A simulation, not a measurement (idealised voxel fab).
The following process module bears the name voxel trench capacitor.
cross-section cut | 280 nm wide | cells 5 nm
This document writes a cross-section as a grid whose cells are square, and gives it as bands, listed from the top down; one or more rows of cells form a band.
Per band: top height and bottom height in nm, followed by the left-to-right materials and their widths in nm; "full width" marks a single material spanning edge to edge, "air" marks empty space.
A quick word on heights: they are counted from 0, and under that level the wafer as it came to us is one material throughout. The lowest band is different from the rest in having no bottom; it simply continues downward, written as in "0 nm and below".
The expression "30..40" gives the width at the extremes of the band, the first number at its top row of cells and the second at its bottom row, with the width changing by equal amounts from each row to the next in between.
Any step labelled "nothing altered" changed none of the cells in the cross-section.
Voids not open to the top, 8 cells minimum: see "Closed empty spaces". Written width x height at distance; distance is from the left edge; nm.
It should be noted that, on the line of a given step, the content following the step's settings is a remark produced by the simulator itself with respect to that step.
What "overlay nm" on a step's line means: if the step has a mask, that mask lay this far to the right of its planned place, or, when the value is negative, to the left.

Intended process steps
1 RECEIVE with material Si
2 CONFORMAL_DEP with material SiN, thk nm 10
3 MASKED_ETCH with tone open, mask id TRENCH, width nm 25, pitch nm 55, etch materials SiN, depth nm 10, overlay nm 0
4 MASKED_ETCH with tone open, mask id TRENCH, width nm 25, pitch nm 55, etch materials Si, depth nm 30, overlay nm 0
5 CONFORMAL_DEP with material SiO2, thk nm 5
6 FILL_DEP with material polySi, thk nm 5
7 CMP with height nm 10

Delivered wafer in cross-section: state after step 1
0 nm and below = Si full width
Closed empty spaces: none

Starting wafer: above. Plan: above. Run: one mistake. Cross-section after the module: below
10 nm to 0 nm = SiN (45); SiO2 (5); SiN (15); SiO2 (5); SiN (30); SiO2 (5); SiN (15); SiO2 (5); SiN (30); SiO2 (5); SiN (15); SiO2 (5); SiN (30); SiO2 (5); SiN (15); SiO2 (5); SiN (45)
0 nm to -25 nm = Si (45); SiO2 (5); SiN (15); SiO2 (5); Si (30); SiO2 (5); SiN (15); SiO2 (5); Si (30); SiO2 (5); SiN (15); SiO2 (5); Si (30); SiO2 (5); SiN (15); SiO2 (5); Si (45)
-25 nm to -30 nm = Si (45); SiO2 (25); Si (30); SiO2 (25); Si (30); SiO2 (25); Si (30); SiO2 (25); Si (45)
-30 nm and below = Si full width
Closed empty spaces: none
Deviation noted in wafer processing: step 6: run off-plan, actual operation and settings FILL_DEP with material SiN, thk nm 5
